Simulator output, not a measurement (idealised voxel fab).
The following process module bears the name voxel released beams.
cross-section cut | 160 nm wide | cells 5 nm
Cross-sections here: square-cell grids, written as top-down lists of bands, a band being one or more rows of cells. Heights first: top, then bottom, in nm. Then materials, left to right, each with a width in nm. "everywhere" on a single material: fills the band edge to edge. "air": empty space. Beneath 0, the wafer as received is one material, and that level is where height counting begins. The lowest band goes on downward without a bottom; it is written like "0..down". The expression "30..40" gives the width at the extremes of the band, the first number at its top row of cells and the second at its bottom row, with the width changing by equal amounts from each row to the next in between. Key: "nothing was modified" - step with no changed cell in the cross-section. Entry "Closed cavities" = empty spaces >= 8 cells with no open way to the top; each as width x height at distance, distance from left edge, all nm. Step line, after settings: the simulator's comment on this step. "overlay nm" denotes, for a step that has a mask, the displacement of the mask to the right of its planned place, with negative values corresponding to the left.
### Planned process steps
step 1: RECEIVE: material Si
step 2: CONFORMAL_DEP: material Al2O3, thk nm 10
step 3: DIRECTIONAL_DEP: material SiO2, thk nm 20
step 4: DIRECTIONAL_DEP: material aC, thk nm 15
step 5: PATTERN: tone open, mask id ANCHOR, material resist, width nm 25, thk nm 30, overlay nm 0
step 6: DIRECTIONAL_ETCH: etch materials aC, depth nm 15
step 7: STRIP: etch materials resist
step 8: DIRECTIONAL_ETCH: etch materials SiO2, depth nm 20
step 9: STRIP: etch materials aC
step 10: CONFORMAL_DEP: material W, thk nm 10
step 11: PATTERN: tone cover, mask id BEAM, material resist, width nm 80, thk nm 20, overlay nm 0
step 12: DIRECTIONAL_ETCH: etch materials W, depth nm 10
step 13: STRIP: etch materials resist
step 14: STRIP: etch materials SiO2
### First of two wafers - as planned
### Cross-section of the incoming wafer, state after step 1
	0..down: Si everywhere
	Closed cavities: none
### The following cross-section depicts the wafer upon completion of step 2
	10..0: Al2O3 everywhere
	Anything lower than 0 is untouched.
### The following cross-section depicts the wafer upon completion of step 3
	30..10: SiO2 everywhere
	Anything lower than 10 is untouched.
### The following cross-section depicts the wafer upon completion of step 4
	45..30: aC everywhere
	Anything lower than 30 is untouched.
### The following cross-section depicts the wafer upon completion of step 5
	75..45: 40 of resist | 25 of air | 95 of resist
	Anything lower than 45 is untouched.
### The following cross-section depicts the wafer upon completion of step 6
	60..45: 40 of resist | 25 of air | 95 of resist
	45..30: 40 of aC | 25 of air | 95 of aC
	Anything lower than 30 is untouched.
### The following cross-section depicts the wafer upon completion of step 7
	45..30: 40 of aC | 25 of air | 95 of aC
	Anything lower than 30 is untouched.
### The following cross-section depicts the wafer upon completion of step 8
	45..30: 40 of aC | 25 of air | 95 of aC
	30..10: 40 of SiO2 | 25 of air | 95 of SiO2
	Anything lower than 10 is untouched.
### The following cross-section depicts the wafer upon completion of step 9
	30..10: 40 of SiO2 | 25 of air | 95 of SiO2
	Anything lower than 10 is untouched.
### The following cross-section depicts the wafer upon completion of step 10
	40..30: 50 of W | 5 of air | 105 of W
	30..20: 40 of SiO2 | 10 of W | 5 of air | 10 of W | 95 of SiO2
	20..10: 40 of SiO2 | 25 of W | 95 of SiO2
	Anything lower than 10 is untouched.
### The following cross-section depicts the wafer upon completion of step 11
	60..40: 35 of air | 80 of resist | 45 of air
	40..30: 50 of W | 5 of resist | 105 of W
	30..20: 40 of SiO2 | 10 of W | 5 of resist | 10 of W | 95 of SiO2
	Anything lower than 20 is untouched.
### The following cross-section depicts the wafer upon completion of step 12
	60..40: 35 of air | 80 of resist | 45 of air
	40..30: 35 of air | 15 of W | 5 of resist | 60 of W | 45 of air
	Anything lower than 30 is untouched.
### The following cross-section depicts the wafer upon completion of step 13
	40..30: 35 of air | 15 of W | 5 of air | 60 of W | 45 of air
	30..20: 40 of SiO2 | 10 of W | 5 of air | 10 of W | 95 of SiO2
	Anything lower than 20 is untouched.
### The following cross-section depicts the wafer upon completion of step 14
	40..30: 35 of air | 15 of W | 5 of air | 60 of W | 45 of air
	30..20: 40 of air | 10 of W | 5 of air | 10 of W | 95 of air
	20..10: 40 of air | 25 of W | 95 of air
	Anything lower than 10 is untouched.
### Wafer two of two - same starting point, same process plan, one mistake in execution; matches wafer one up to and including step 1
Cross-section, second wafer, at the end time the plan gives for step 2: nothing was modified
### Cross-section, second wafer, at the end time the plan gives for step 3
	20..0: SiO2 everywhere
	Anything lower than 0 is untouched.
### Cross-section, second wafer, at the end time the plan gives for step 4
	35..20: aC everywhere
	Anything lower than 20 is untouched.
### Cross-section, second wafer, at the end time the plan gives for step 5
	65..35: 40 of resist | 25 of air | 95 of resist
	Anything lower than 35 is untouched.
### Cross-section, second wafer, at the end time the plan gives for step 6
	50..35: 40 of resist | 25 of air | 95 of resist
	35..20: 40 of aC | 25 of air | 95 of aC
	Anything lower than 20 is untouched.
### Cross-section, second wafer, at the end time the plan gives for step 7
	35..20: 40 of aC | 25 of air | 95 of aC
	Anything lower than 20 is untouched.
### Cross-section, second wafer, at the end time the plan gives for step 8
	35..20: 40 of aC | 25 of air | 95 of aC
	20..0: 40 of SiO2 | 25 of air | 95 of SiO2
	Anything lower than 0 is untouched.
### Cross-section, second wafer, at the end time the plan gives for step 9
	20..0: 40 of SiO2 | 25 of air | 95 of SiO2
	Anything lower than 0 is untouched.
### Cross-section, second wafer, at the end time the plan gives for step 10
	30..20: 50 of W | 5 of air | 105 of W
	20..10: 40 of SiO2 | 10 of W | 5 of air | 10 of W | 95 of SiO2
	10..0: 40 of SiO2 | 25 of W | 95 of SiO2
	Anything lower than 0 is untouched.
### Cross-section, second wafer, at the end time the plan gives for step 11
	50..30: 35 of air | 80 of resist | 45 of air
	30..20: 50 of W | 5 of resist | 105 of W
	20..10: 40 of SiO2 | 10 of W | 5 of resist | 10 of W | 95 of SiO2
	Anything lower than 10 is untouched.
### Cross-section, second wafer, at the end time the plan gives for step 12
	50..30: 35 of air | 80 of resist | 45 of air
	30..20: 35 of air | 15 of W | 5 of resist | 60 of W | 45 of air
	Anything lower than 20 is untouched.
### Cross-section, second wafer, at the end time the plan gives for step 13
	30..20: 35 of air | 15 of W | 5 of air | 60 of W | 45 of air
	20..10: 40 of SiO2 | 10 of W | 5 of air | 10 of W | 95 of SiO2
	Anything lower than 10 is untouched.
### Cross-section, second wafer, at the end time the plan gives for step 14
	30..20: 35 of air | 15 of W | 5 of air | 60 of W | 45 of air
	20..10: 40 of air | 10 of W | 5 of air | 10 of W | 95 of air
	10..0: 40 of air | 25 of W | 95 of air
	Anything lower than 0 is untouched.
Finding, execution versus plan: not run: step 2 of the plan (skipped)
Final cells, second wafer relative to first, materials higher or lower: -64 Al2O3
